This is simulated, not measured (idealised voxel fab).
Herein follows the process module entitled voxel released beams.
290 nm wide, 5 nm square cells: that's cross-section cut.
Cross-sections here: square-cell grids, written as top-down lists of bands, a band being one or more rows of cells.
Per band: top height and bottom height in nm, followed by the left-to-right materials and their widths in nm; "everywhere" marks a single material spanning edge to edge, "air" marks empty space.
Note: height 0 marks the level under which the wafer is uniformly one material as received. Lowest band unbounded below, written "0 and below".
The two numbers in a width such as "30->40" mark its ends across the band: the first belongs to the top row of cells, the second to the bottom row, and from each row to the next the width moves by the same amount.
Where the words "no modification" appear for a step, the cross-section shows no cell changed by that step; every cell remained as before.
Look at "Catalogued sealed voids" for the closed voids: empty spaces with no open path to the top, sized 8 cells or up. Each is width x height at distance, distance from the left edge, all nm.
Step line, after settings: the simulator's comment on this step.
The "overlay nm" setting may appear on a step's line; for a step that uses a mask, it gives how far to the right of its planned position the mask lay, and a negative value indicates the left.

**Steps in the process plan**
| 1 | RECEIVE: material Si |
| 2 | CONFORMAL_DEP: material SiN, thk nm 5 |
| 3 | DIRECTIONAL_DEP: material SiO2, thk nm 15 |
| 4 | DIRECTIONAL_DEP: material aC, thk nm 10 |
| 5 | PATTERN: tone open, mask id ANCHOR, material resist, width nm 35, thk nm 25, overlay nm 0 |
| 6 | DIRECTIONAL_ETCH: etch materials aC, depth nm 10 |
| 7 | STRIP: etch materials resist |
| 8 | DIRECTIONAL_ETCH: etch materials SiO2, depth nm 15 |
| 9 | STRIP: etch materials aC |
| 10 | CONFORMAL_DEP: material TiN, thk nm 15 |
| 11 | PATTERN: tone cover, mask id BEAM, material resist, width nm 95, thk nm 20, overlay nm -15 |
| 12 | DIRECTIONAL_ETCH: etch materials TiN, depth nm 15 |
| 13 | STRIP: etch materials resist |
| 14 | STRIP: etch materials SiO2 |
The plan shows the overlay nm of step 11 as the first wafer had it; this setting differs between the wafers, which start out alike.

**After step 1, as received: first of several wafers, cross-section**
* 0 and below = Si everywhere
* Catalogued sealed voids: none

**At the end of the module, after its last step, step 14, the first of several wafers appears in cross-section as follows**
* 35 down to 20 = air 80 nm  TiN 35 nm  air 5 nm  TiN 55 nm  air 115 nm
* 20 down to 5 = air 100 nm  TiN 35 nm  air 155 nm
* 5 down to 0 = SiN everywhere
* 0 and below = Si everywhere
* Catalogued sealed voids: none

**last wafer at the end**
* 35 down to 20 = air 110 nm  TiN 5 nm  air 5 nm  TiN 85 nm  air 85 nm
* 20 down to 5 = air 100 nm  TiN 35 nm  air 155 nm
* 5 down to 0 = SiN everywhere
* 0 and below = Si everywhere
* Catalogued sealed voids: none

**The following table contains a row per wafer, in which are reported, at the conclusion of the module, the cells of each material gained (+) or lost (-) since the wafer's receipt, with its closed voids given thereafter**
overlay nm -15, +58 SiN, +75 TiN, Catalogued sealed voids: none
overlay nm -10, +58 SiN, +75 TiN, Catalogued sealed voids: none
overlay nm -5, +58 SiN, +75 TiN, Catalogued sealed voids: none
overlay nm 0, +58 SiN, +75 TiN, Catalogued sealed voids: none
overlay nm 5, +58 SiN, +75 TiN, Catalogued sealed voids: none
overlay nm 10, +58 SiN, +75 TiN, Catalogued sealed voids: none
overlay nm 15, +58 SiN, +75 TiN, Catalogued sealed voids: none
